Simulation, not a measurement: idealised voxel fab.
process module | voxel quadruple lines
cross-section cut | 165 nm wide | cells 5 nm
A cross-section is a grid of square cells, given in bands from the top down. A band is one or more rows of cells.
Each band's line starts with the height of the band's top and of its bottom, in nm. Then come its materials from left to right, each with its width in nm. One material with "throughout" fills the band from edge to edge. "air" is empty space.
Height 0 is the level under which the wafer as received is all one material. The lowest band goes on downwards, as in "0 down".
A width such as "30 to 40" changes by the same amount from each row of cells to the next, from the band's top row to its bottom row.
"no change" after a step means that no cell of the cross-section changed.
closed voids: empty space of 8 cells or more with no open way to the top, each as width x height at its distance from the left edge, in nm
after a step's settings: what the simulator itself notes on the step
overlay nm, on a step with a mask: how far to the right of its planned place the mask lay; to the left if negative
plan
1 op RECEIVE | material Si
2 op CONFORMAL_DEP | material SiO2 | thk nm 10
3 op DIRECTIONAL_DEP | material TiN | thk nm 15
4 op DIRECTIONAL_DEP | material polySi | thk nm 15
5 op DIRECTIONAL_DEP | material aC | thk nm 20
6 op PATTERN | tone cover | mask id MANDREL | material resist | width nm 25 | thk nm 30 | overlay nm 0
7 op DIRECTIONAL_ETCH | etch materials aC | depth nm 20
8 op STRIP | etch materials resist
9 op CONFORMAL_DEP | material SiO2 | thk nm 15
10 op DIRECTIONAL_ETCH | etch materials SiO2 | depth nm 15
11 op STRIP | etch materials aC
12 op DIRECTIONAL_ETCH | etch materials polySi | depth nm 15
13 op STRIP | etch materials SiO2
14 op CONFORMAL_DEP | material SiCN | thk nm 5
15 op DIRECTIONAL_ETCH | etch materials SiCN | depth nm 5
16 op STRIP | etch materials polySi
17 op DIRECTIONAL_ETCH | etch materials TiN | depth nm 15
18 op STRIP | etch materials SiCN
first wafer, as planned
as received, after step 1
  0 down: Si throughout
  closed voids: none
after step 2
  10 to 0: SiO2 throughout
  below 0: unchanged
after step 3
  25 to 10: TiN throughout
  below 10: unchanged
after step 4
  40 to 25: polySi throughout
  below 25: unchanged
after step 5
  60 to 40: aC throughout
  below 40: unchanged
after step 6
  90 to 60: air 70 | resist 25 | air 70
  below 60: unchanged
after step 7
  70 to 60: air 70 | resist 25 | air 70
  60 to 40: air 70 | aC 25 | air 70
  below 40: unchanged
after step 8
  60 to 40: air 70 | aC 25 | air 70
  below 40: unchanged
after step 9
  75 to 60: air 55 | SiO2 55 | air 55
  60 to 55: air 55 | SiO2 15 | aC 25 | SiO2 15 | air 55
  55 to 40: SiO2 70 | aC 25 | SiO2 70
  below 40: unchanged
after step 10
  60 to 40: air 55 | SiO2 15 | aC 25 | SiO2 15 | air 55
  below 40: unchanged
after step 11
  60 to 40: air 55 | SiO2 15 | air 25 | SiO2 15 | air 55
  below 40: unchanged
after step 12
  60 to 40: air 55 | SiO2 15 | air 25 | SiO2 15 | air 55
  40 to 25: air 55 | polySi 15 | air 25 | polySi 15 | air 55
  below 25: unchanged
after step 13
  40 to 25: air 55 | polySi 15 | air 25 | polySi 15 | air 55
  below 25: unchanged
after step 14
  45 to 40: air 50 | SiCN 25 | air 15 | SiCN 25 | air 50
  40 to 30: air 50 | SiCN 5 | polySi 15 | SiCN 5 | air 15 | SiCN 5 | polySi 15 | SiCN 5 | air 50
  30 to 25: SiCN 55 | polySi 15 | SiCN 25 | polySi 15 | SiCN 55
  below 25: unchanged
after step 15
  40 to 25: air 50 | SiCN 5 | polySi 15 | SiCN 5 | air 15 | SiCN 5 | polySi 15 | SiCN 5 | air 50
  below 25: unchanged
after step 16
  40 to 25: air 50 | SiCN 5 | air 15 | SiCN 5 | air 15 | SiCN 5 | air 15 | SiCN 5 | air 50
  below 25: unchanged
after step 17
  40 to 25: air 50 | SiCN 5 | air 15 | SiCN 5 | air 15 | SiCN 5 | air 15 | SiCN 5 | air 50
  25 to 10: air 50 | TiN 5 | air 15 | TiN 5 | air 15 | TiN 5 | air 15 | TiN 5 | air 50
  below 10: unchanged
after step 18
  25 to 10: air 50 | TiN 5 | air 15 | TiN 5 | air 15 | TiN 5 | air 15 | TiN 5 | air 50
  below 10: unchanged
second wafer: like start, like plan, one mistake. Through step 5 it matches the first wafer
when step 6 should have ended
  90 to 60: resist 70 | air 25 | resist 70
  below 60: unchanged
when step 7 should have ended
  70 to 60: resist 70 | air 25 | resist 70
  60 to 40: aC 70 | air 25 | aC 70
  below 40: unchanged
when step 8 should have ended
  60 to 40: aC 70 | air 25 | aC 70
  below 40: unchanged
when step 9 should have ended
  75 to 60: SiO2 throughout
  60 to 40: aC 70 | SiO2 25 | aC 70
  below 40: unchanged
when step 10 should have ended
  60 to 40: aC 70 | SiO2 25 | aC 70
  below 40: unchanged
when step 11 should have ended
  60 to 40: air 70 | SiO2 25 | air 70
  below 40: unchanged
when step 12 should have ended
  60 to 40: air 70 | SiO2 25 | air 70
  40 to 25: air 70 | polySi 25 | air 70
  below 25: unchanged
when step 13 should have ended
  40 to 25: air 70 | polySi 25 | air 70
  below 25: unchanged
when step 14 should have ended
  45 to 40: air 65 | SiCN 35 | air 65
  40 to 30: air 65 | SiCN 5 | polySi 25 | SiCN 5 | air 65
  30 to 25: SiCN 70 | polySi 25 | SiCN 70
  below 25: unchanged
when step 15 should have ended
  40 to 25: air 65 | SiCN 5 | polySi 25 | SiCN 5 | air 65
  below 25: unchanged
when step 16 should have ended
  40 to 25: air 65 | SiCN 5 | air 25 | SiCN 5 | air 65
  below 25: unchanged
when step 17 should have ended
  40 to 25: air 65 | SiCN 5 | air 25 | SiCN 5 | air 65
  25 to 10: air 65 | TiN 5 | air 25 | TiN 5 | air 65
  below 10: unchanged
when step 18 should have ended
  25 to 10: air 65 | TiN 5 | air 25 | TiN 5 | air 65
  below 10: unchanged
what went wrong: step 6 ran as: op PATTERN | tone open | mask id MANDREL | material resist | width nm 25 | thk nm 30 | overlay nm 0
at the end the second wafer has, in cells: 6 fewer of TiN
